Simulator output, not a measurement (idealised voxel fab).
process module | voxel double patterning
Displayed cross-section: cut, width of 265 nm, square cells sized 5 nm.
Square cells in a grid make up a cross-section in this document, and the grid is given as bands, listed from the top down, each one or more rows of cells. Heads up on the band format: heights come first, top then bottom, in nm. After that it's the materials left to right, each with its width in nm. A single material flagged "full width" fills the whole band edge to edge, and "blank" means there's empty space there. It should be noted that heights are counted from 0, beneath which the wafer as supplied is of one material throughout, and that the lowest band possesses no lower boundary but continues downward, as written in "0 down". Per-row width for "30..40": begins at first number (top row of band), ends at second number (bottom row), increment between rows held constant. Key: "remained the same" - step with no changed cell in the cross-section. "Completely sealed voids" means: voids of 8 cells or more that are shut off from the top with no open way through. Written width x height at distance, distance from the left edge, in nm. after a step's settings: what the simulator itself notes on the step. For masked steps, "overlay nm" on the step line gives how far right of plan the mask actually lay; a minus sign means it lay to the left.

Process steps foreseen in the plan
| 1 | RECEIVE | material Si |
| 2 | CONFORMAL_DEP | material SiO2 | thk nm 10 |
| 3 | DIRECTIONAL_DEP | material polySi | thk nm 20 |
| 4 | DIRECTIONAL_DEP | material SiCN | thk nm 5 |
| 5 | DIRECTIONAL_DEP | material aC | thk nm 15 |
| 6 | PATTERN | tone open | mask id FIRST | material resist | width nm 15 | pitch nm 50 | thk nm 35 | overlay nm 0 |
| 7 | DIRECTIONAL_ETCH | etch materials aC | depth nm 15 |
| 8 | STRIP | etch materials resist |
| 9 | DIRECTIONAL_ETCH | etch materials SiCN | depth nm 5 |
| 10 | STRIP | etch materials aC |
| 11 | PATTERN | tone open | mask id SECOND | material resist | width nm 15 | thk nm 20 | overlay nm 0 |
| 12 | DIRECTIONAL_ETCH | etch materials SiCN | depth nm 5 |
| 13 | STRIP | etch materials resist |
| 14 | DIRECTIONAL_ETCH | etch materials polySi | depth nm 20 |
| 15 | STRIP | etch materials SiCN |
It is noted that the wafers described herein are identical at the outset and are distinguished by the width nm of step 6; the value stated in the plan corresponds to the first wafer.

Sectional view: first of several wafers, as received, after step 1
	0 down: Si full width
	Completely sealed voids: none

Each row below is a wafer at the end of the module, listing for every material the number of cells it has gained (+) or lost (-) since it was received, followed by its closed voids
width nm 15, +106 SiO2, +176 polySi, Completely sealed voids: none
width nm 20, +106 SiO2, +168 polySi, Completely sealed voids: none
width nm 25, +106 SiO2, +160 polySi, Completely sealed voids: none
width nm 30, +106 SiO2, +152 polySi, Completely sealed voids: none
